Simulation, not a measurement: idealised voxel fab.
Process module, titled voxel self aligned contacts
In the cross-section labelled cut, the width is 265 nm and each square cell is 5 nm.
In this document a cross-section is written as a grid of square cells. It is given as a series of bands, listed from the top down, and a band is one or more rows of cells. This entry defines a band. It first specifies the height of the band's top and the height of its bottom in nm, and then specifies the band's materials from left to right, stating each material with its width in nm. The word "all across" identifies a single material that fills the band from edge to edge, while the word "air" identifies empty space. Height reference: 0 = level under which incoming wafer is all one material. Lowest band: no bottom, runs on downward, e.g. "from 0 down". A two-number width, for instance "30 to 40", indicates that the width is equal to the first number in the top row of the band and to the second number in the bottom row, and that it changes by a constant amount per row of cells. It should be understood that the words "stayed the same", when stated for a given step, signify that the cross-section underwent no change in any of its cells during that step. Each empty space that has no open way to the top and spans at least 8 cells appears under "Closed void inventory" as width x height at distance, the distance counted from the left edge, all in nm. Step line, after settings: the simulator's comment on this step. When a step includes a mask, the "overlay nm" setting on its line states how far to the right of its planned place that mask lay, and negative values state how far to the left.

### List of planned process steps
| 1 | RECEIVE | material Si |
| 2 | CONFORMAL_DEP | material SiO2 | thk nm 5 |
| 3 | DIRECTIONAL_DEP | material polySi | thk nm 30 |
| 4 | DIRECTIONAL_DEP | material SiN | thk nm 15 |
| 5 | DIRECTIONAL_DEP | material aC | thk nm 15 |
| 6 | PATTERN | tone cover | mask id GATE | material resist | width nm 25 | pitch nm 50 | thk nm 30 | overlay nm 0 |
| 7 | DIRECTIONAL_ETCH | etch materials aC | depth nm 15 |
| 8 | STRIP | etch materials resist |
| 9 | DIRECTIONAL_ETCH | etch materials SiN | depth nm 15 |
| 10 | DIRECTIONAL_ETCH | etch materials polySi | depth nm 30 |
| 11 | STRIP | etch materials aC |
| 12 | CONFORMAL_DEP | material SiN | thk nm 5 |
| 13 | DIRECTIONAL_ETCH | etch materials SiN | depth nm 5 |
| 14 | FILL_DEP | material SiO2 | thk nm 15 |
| 15 | CMP | height nm 55 |
| 16 | DIRECTIONAL_DEP | material aC | thk nm 10 |
| 17 | PATTERN | tone open | mask id CONTACT | material resist | width nm 35 | thk nm 30 | overlay nm 0 |
| 18 | DIRECTIONAL_ETCH | etch materials aC | depth nm 10 |
| 19 | STRIP | etch materials resist |
| 20 | DIRECTIONAL_ETCH | etch materials SiO2 | depth nm 55 |
| 21 | STRIP | etch materials aC |
| 22 | CONFORMAL_DEP | material TiN | thk nm 5 |
| 23 | FILL_DEP | material W | thk nm 5 |
| 24 | CMP | height nm 55 |
| 25 | CONFORMAL_DEP | material SiN | thk nm 5 |

### as received, after step 1
	from 0 down  Si all across
	Closed void inventory: none

### This is how the wafer looks in cross-section once the module is done, given the starting state and plan above and one mistake in carrying the plan out
	from 60 to 55  SiN all across
	from 55 to 50  SiO2 115 nm; TiN 15 nm; aC 5 nm; TiN 15 nm; SiO2 115 nm
	from 50 to 35  SiO2 90 nm; SiN 35 nm; TiN 5 nm; aC 5 nm; TiN 5 nm; SiN 35 nm; SiO2 90 nm
	from 35 to 5  SiO2 90 nm; SiN 5 nm; polySi 25 nm; SiN 5 nm; TiN 5 nm; aC 5 nm; TiN 5 nm; SiN 5 nm; polySi 25 nm; SiN 5 nm; SiO2 90 nm
	from 5 to 0  SiO2 125 nm; TiN 15 nm; SiO2 125 nm
	from 0 down  Si all across
	Closed void inventory: none
Against the plan, the run slipped here: contrary to plan, step 23 was performed as FILL_DEP | material aC | thk nm 5
